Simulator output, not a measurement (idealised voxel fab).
process module | voxel transistor to metal
cross-section cut | 215 nm wide | cells 5 nm
A cross-section is a grid of square cells, given in bands from the top down. A band is one or more rows of cells.
Each band's line starts with the height of the band's top and of its bottom, in nm. Then come its materials from left to right, each with its width in nm. One material with "throughout" fills the band from edge to edge. "air" is empty space.
Height 0 is the level under which the wafer as received is all one material. The lowest band goes on downwards, as in "0 down".
A width such as "30 to 40" changes by the same amount from each row of cells to the next, from the band's top row to its bottom row.
"no change" after a step means that no cell of the cross-section changed.
closed voids: empty space of 8 cells or more with no open way to the top, each as width x height at its distance from the left edge, in nm
after a step's settings: what the simulator itself notes on the step
overlay nm, on a step with a mask: how far to the right of its planned place the mask lay; to the left if negative
plan
1 op RECEIVE | material Si
2 op CONFORMAL_DEP | material SiO2 | thk nm 5
3 op CONFORMAL_DEP | material SiN | thk nm 15
4 op MASKED_ETCH | tone cover | mask id ACTIVE | width nm 110 | etch materials SiN | depth nm 15 | overlay nm 0
5 op MASKED_ETCH | tone cover | mask id ACTIVE | width nm 110 | etch materials SiO2 | depth nm 5 | overlay nm 0
6 op MASKED_ETCH | tone cover | mask id ACTIVE | width nm 110 | etch materials Si | depth nm 25 | overlay nm 0
7 op OXIDIZE | depth nm 5
8 op FILL_DEP | material SiO2 | thk nm 15
9 op CMP | height nm 20
10 op SELECTIVE_ETCH | etch materials SiO2 | depth nm 15
11 op STRIP | etch materials SiN
12 op SELECTIVE_ETCH | etch materials SiO2 | depth nm 5
13 op OXIDIZE | depth nm 5
14 op DIRECTIONAL_DEP | material polySi | thk nm 30
15 op DIRECTIONAL_DEP | material SiCN | thk nm 15
16 op DIRECTIONAL_DEP | material aC | thk nm 15
17 op PATTERN | tone cover | mask id GATE | material resist | width nm 30 | thk nm 30 | overlay nm 0
18 op DIRECTIONAL_ETCH | etch materials aC | depth nm 15
19 op STRIP | etch materials resist
20 op DIRECTIONAL_ETCH | etch materials SiCN | depth nm 25
21 op DIRECTIONAL_ETCH | etch materials polySi | depth nm 40
22 op STRIP | etch materials aC
23 op CONFORMAL_DEP | material SiO2 | thk nm 5
24 op DIRECTIONAL_ETCH | etch materials SiO2 | depth nm 5
25 op CONFORMAL_DEP | material SiN | thk nm 5
26 op DIRECTIONAL_ETCH | etch materials SiN | depth nm 5
27 op DIRECTIONAL_ETCH | etch materials SiO2 | depth nm 5
28 op DIRECTIONAL_ETCH | etch materials Si | depth nm 5
29 op EPI | material pSi | thk nm 5
30 op FILL_DEP | material SiO2 | thk nm 5
31 op CMP | height nm 30
32 op STRIP | etch materials polySi
33 op SELECTIVE_ETCH | etch materials SiO2 | depth nm 5
34 op CONFORMAL_DEP | material HfO2 | thk nm 5
35 op CONFORMAL_DEP | material TiN | thk nm 5
36 op FILL_DEP | material W | thk nm 5
37 op CMP | height nm 25
38 op DIRECTIONAL_DEP | material SiO2 | thk nm 15
39 op DIRECTIONAL_DEP | material aC | thk nm 15
40 op PATTERN | tone open | mask id CONTACT | material resist | width nm 20 | pitch nm 80 | thk nm 30 | overlay nm 0
41 op DIRECTIONAL_ETCH | etch materials aC | depth nm 15
42 op STRIP | etch materials resist
43 op DIRECTIONAL_ETCH | etch materials SiO2 | depth nm 45
44 op STRIP | etch materials aC
45 op CONFORMAL_DEP | material TiN | thk nm 5
46 op FILL_DEP | material W | thk nm 10
47 op CMP | height nm 40
48 op DIRECTIONAL_DEP | material TiN | thk nm 5
49 op DIRECTIONAL_DEP | material Ru | thk nm 20
50 op DIRECTIONAL_DEP | material aC | thk nm 10
51 op PATTERN | tone cover | mask id METAL_1 | material resist | width nm 20 | pitch nm 80 | thk nm 25 | overlay nm 0
52 op DIRECTIONAL_ETCH | etch materials aC | depth nm 10
53 op STRIP | etch materials resist
54 op DIRECTIONAL_ETCH | etch materials Ru | depth nm 20
55 op DIRECTIONAL_ETCH | etch materials TiN | depth nm 5
56 op STRIP | etch materials aC
57 op CONFORMAL_DEP | material SiCN | thk nm 5
58 op FILL_DEP | material SiO2 | thk nm 10
59 op CMP | height nm 65
60 op CONFORMAL_DEP | material SiCN | thk nm 5
as received, after step 1
  0 down: Si throughout
  closed voids: none
a wafer at the end: this start, this plan, one mistake
  70 to 65: SiCN throughout
  65 to 45: SiO2 50 | SiCN 5 | Ru 20 | SiCN 5 | SiO2 50 | SiCN 5 | Ru 20 | SiCN 5 | SiO2 55
  45 to 40: SiCN 55 | TiN 20 | SiCN 60 | TiN 20 | SiCN 60
  40 to 25: SiO2 55 | TiN 5 | W 10 | TiN 5 | SiO2 60 | TiN 5 | W 10 | TiN 5 | SiO2 60
  25 to 5: SiO2 55 | TiN 5 | W 10 | TiN 5 | SiO2 5 | SiN 5 | TiN 5 | HfO2 5 | W 20 | HfO2 5 | TiN 5 | SiN 5 | SiO2 5 | TiN 5 | W 10 | TiN 5 | SiO2 60
  5 to 0: SiO2 55 | TiN 5 | W 10 | TiN 5 | SiO2 5 | SiN 5 | TiN 5 | HfO2 30 | TiN 5 | SiN 5 | SiO2 5 | TiN 5 | W 10 | TiN 5 | SiO2 60
  0 to -5: SiO2 55 | TiN 20 | pSi 5 | SiO2 5 | TiN 40 | SiO2 5 | pSi 5 | TiN 20 | SiO2 60
  -5 to -10: SiO2 55 | pSi 25 | Si 50 | pSi 25 | SiO2 60
  -10 to -30: SiO2 55 | Si 100 | SiO2 60
  -30 down: Si throughout
  closed voids: none
what went wrong: steps 34 and 35 were swapped
